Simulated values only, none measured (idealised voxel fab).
The process module that follows is named voxel capacitor over wiring.
155 nm wide, 5 nm square cells: that's cross-section cut.
This document writes a cross-section as a grid whose cells are square, and gives it as bands, listed from the top down; one or more rows of cells form a band. Top height, bottom height, nm. Materials left to right, width each, nm. Single material + "throughout" = fills band edge to edge. "air" = empty. Basically, 0 is our baseline, since under it the wafer straight out of the box is all one material. The bottom band has no lower end and keeps on going down, so it looks like "z 0 and below". Think of "30..40" as a width that walks from the first number to the second as you go down the band, top row to bottom row, taking equal-sized steps from row to row. The cross-section has no changed cell in any step marked "no change occurred". For the entry "Closed void listing", the listed items are empty spaces with no open way to the top whose size is 8 cells or more; each item follows the pattern width x height at distance, where distance is from the left edge and all three are in nm. Formally, on a step line, whatever follows the settings is a remark that the simulator itself makes on the step. overlay nm: where the mask lay relative to plan, measured to the right, on steps with a mask; negatives go left.

-- Listed below are the process steps as planned
1,RECEIVE, material Si
2,CONFORMAL_DEP, material SiO2, thk nm 15
3,CONFORMAL_DEP, material SiN, thk nm 5
4,DIRECTIONAL_DEP, material SiO2, thk nm 15
5,PATTERN, tone open, mask id METAL_1, material resist, width nm 30, pitch nm 85, thk nm 20, overlay nm 0
6,DIRECTIONAL_ETCH, etch materials SiO2, depth nm 15
7,DIRECTIONAL_ETCH, etch materials SiN, depth nm 5
8,STRIP, etch materials resist
9,CONFORMAL_DEP, material TiN, thk nm 5
10,FILL_DEP, material W, thk nm 10
11,CMP, height nm 35
12,CONFORMAL_DEP, material SiCN, thk nm 5
13,DIRECTIONAL_DEP, material SiO2, thk nm 10
14,DIRECTIONAL_DEP, material aC, thk nm 15
15,PATTERN, tone open, mask id PLUG_1, material resist, width nm 15, thk nm 30, overlay nm 0
16,DIRECTIONAL_ETCH, etch materials aC, depth nm 15
17,STRIP, etch materials resist
18,DIRECTIONAL_ETCH, etch materials SiO2, depth nm 10
19,DIRECTIONAL_ETCH, etch materials SiCN, depth nm 5
20,STRIP, etch materials aC
21,EPI, material Ru, thk nm 10
22,EPI, material Ru, thk nm 5
23,DIRECTIONAL_DEP, material TiN, thk nm 10
24,DIRECTIONAL_DEP, material Al2O3, thk nm 5
25,DIRECTIONAL_DEP, material TiN, thk nm 5
26,MASKED_ETCH, tone cover, mask id UPPER_PLATE, width nm 60, etch materials TiN, depth nm 5, overlay nm 0
27,MASKED_ETCH, tone cover, mask id UPPER_PLATE, width nm 60, etch materials Al2O3, depth nm 5, overlay nm 0
28,PATTERN, tone cover, mask id LOWER_PLATE, material resist, width nm 70, thk nm 20, overlay nm 0
29,DIRECTIONAL_ETCH, etch materials TiN, depth nm 10
30,STRIP, etch materials resist
31,FILL_DEP, material SiO2, thk nm 20
32,CMP, height nm 85
33,PATTERN, tone open, mask id PLUG_2, material resist, width nm 15, thk nm 15, overlay nm 0
34,DIRECTIONAL_ETCH, etch materials SiO2, depth nm 15
35,STRIP, etch materials resist
36,CONFORMAL_DEP, material TiN, thk nm 5
37,FILL_DEP, material Ru, thk nm 5
38,CMP, height nm 85
39,CONFORMAL_DEP, material SiCN, thk nm 5
Across this set of wafers, the varied parameter is the thk nm of step 25. Starting conditions are identical for every wafer, and the plan reports the value assigned to the first wafer.

-- As-received state after step 1, first of several wafers, cross-section
  z 0 and below | Si throughout
  Closed void listing: none

-- Last step of the module is step 39; after it, the first of several wafers in cross-section
  z 90 to 85 | SiCN throughout
  z 85 to 75 | SiO2: 45 / TiN: 5 / Ru: 5 / TiN: 5 / SiO2: 95
  z 75 to 65 | SiO2: 45..35 / TiN: 15..60 / SiO2: 95..60
  z 65 to 60 | SiO2: 35 / Al2O3: 60 / SiO2: 60
  z 60 to 50 | SiO2: 30 / TiN: 70 / SiO2: 55
  z 50 to 40 | SiO2: 35 / Ru: 15 / SiO2: 105
  z 40 to 35 | SiCN: 35 / Ru: 15 / SiCN: 105
  z 35 to 20 | SiO2: 20 / TiN: 5 / W: 20 / TiN: 5 / SiO2: 55 / TiN: 5 / W: 20 / TiN: 5 / SiO2: 20
  z 20 to 15 | SiN: 20 / TiN: 30 / SiN: 55 / TiN: 30 / SiN: 20
  z 15 to 0 | SiO2 throughout
  z 0 and below | Si throughout
  Closed void listing: none

-- Wafer cross-section (last wafer, module end)
  z 90 to 85 | SiCN throughout
  z 85 to 80 | SiO2: 35 / TiN: 60 / SiO2: 60
  z 80 to 70 | SiO2: 30 / TiN: 70 / SiO2: 55
  z 70 to 65 | TiN throughout
  z 65 to 60 | Al2O3 throughout
  z 60 to 50 | TiN throughout
  z 50 to 40 | SiO2: 35 / Ru: 15 / SiO2: 105
  z 40 to 35 | SiCN: 35 / Ru: 15 / SiCN: 105
  z 35 to 20 | SiO2: 20 / TiN: 5 / W: 20 / TiN: 5 / SiO2: 55 / TiN: 5 / W: 20 / TiN: 5 / SiO2: 20
  z 20 to 15 | SiN: 20 / TiN: 30 / SiN: 55 / TiN: 30 / SiN: 20
  z 15 to 0 | SiO2 throughout
  z 0 and below | Si throughout
  Closed void listing: none

-- Per-wafer rows below. For each material: cells gained (+) or lost (-) since the wafer was received, as of end of module. Then: closed voids
thk nm 5 | +12 Al2O3 | +11 Ru | +59 SiCN | +19 SiN | +362 SiO2 | +71 TiN | +24 W | Closed void listing: none
thk nm 10 | +31 Al2O3 | +10 Ru | +59 SiCN | +19 SiN | +298 SiO2 | +117 TiN | +24 W | Closed void listing: none
thk nm 15 | +31 Al2O3 | +9 Ru | +59 SiCN | +19 SiN | +287 SiO2 | +129 TiN | +24 W | Closed void listing: none
thk nm 20 | +31 Al2O3 | +9 Ru | +59 SiCN | +19 SiN | +259 SiO2 | +157 TiN | +24 W | Closed void listing: none
